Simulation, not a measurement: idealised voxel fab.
process module | voxel ribs on slabs
cross-section cut | 195 nm wide | cells 5 nm
A cross-section is a grid of square cells, given in bands from the top down. A band is one or more rows of cells.
Each band's line starts with the height of the band's top and of its bottom, in nm. Then come its materials from left to right, each with its width in nm. One material with "throughout" fills the band from edge to edge. "air" is empty space.
Height 0 is the level under which the wafer as received is all one material. The lowest band goes on downwards, as in "0 down".
A width such as "30 to 40" changes by the same amount from each row of cells to the next, from the band's top row to its bottom row.
"no change" after a step means that no cell of the cross-section changed.
closed voids: empty space of 8 cells or more with no open way to the top, each as width x height at its distance from the left edge, in nm
after a step's settings: what the simulator itself notes on the step
overlay nm, on a step with a mask: how far to the right of its planned place the mask lay; to the left if negative
plan
1 op RECEIVE | material Si
2 op DIRECTIONAL_DEP | material SiO2 | thk nm 20
3 op DIRECTIONAL_DEP | material SiN | thk nm 25
4 op MASKED_ETCH | tone cover | mask id RIB | width nm 15 | etch materials SiN | depth nm 5 | overlay nm 0
5 op PATTERN | tone cover | mask id SLAB | material resist | width nm 55 | thk nm 15 | overlay nm 0
6 op DIRECTIONAL_ETCH | etch materials SiN | depth nm 20
7 op STRIP | etch materials resist
8 op FILL_DEP | material SiO2 | thk nm 30
9 op CMP | height nm 65
10 op DIRECTIONAL_DEP | material W | thk nm 10
11 op DIRECTIONAL_DEP | material aC | thk nm 10
12 op PATTERN | tone cover | mask id HEATER | material resist | width nm 25 | thk nm 25 | overlay nm 0
13 op DIRECTIONAL_ETCH | etch materials aC | depth nm 10
14 op STRIP | etch materials resist
15 op DIRECTIONAL_ETCH | etch materials W | depth nm 10
16 op STRIP | etch materials aC
17 op CONFORMAL_DEP | material SiN | thk nm 10
as received, after step 1
  0 down: Si throughout
  closed voids: none
first wafer at the end, as planned
  85 to 75: air 75 | SiN 45 | air 75
  75 to 65: SiN 85 | W 25 | SiN 85
  65 to 45: SiO2 throughout
  45 to 40: SiO2 90 | SiN 15 | SiO2 90
  40 to 20: SiO2 70 | SiN 55 | SiO2 70
  20 to 0: SiO2 throughout
  0 down: Si throughout
  closed voids: none
second wafer at the end: like start, like plan, one mistake
  85 to 75: air 75 | SiN 45 | air 75
  75 to 65: SiN 85 | W 25 | SiN 85
  65 to 35: SiO2 throughout
  35 to 30: SiO2 90 | SiN 15 | SiO2 90
  30 to 20: SiO2 70 | SiN 55 | SiO2 70
  20 to 0: SiO2 throughout
  0 down: Si throughout
  closed voids: none
what went wrong: step 3 ran as: op DIRECTIONAL_DEP | material SiN | thk nm 15
at the end the second wafer has, in cells: 22 fewer of SiN | 22 more of SiO2
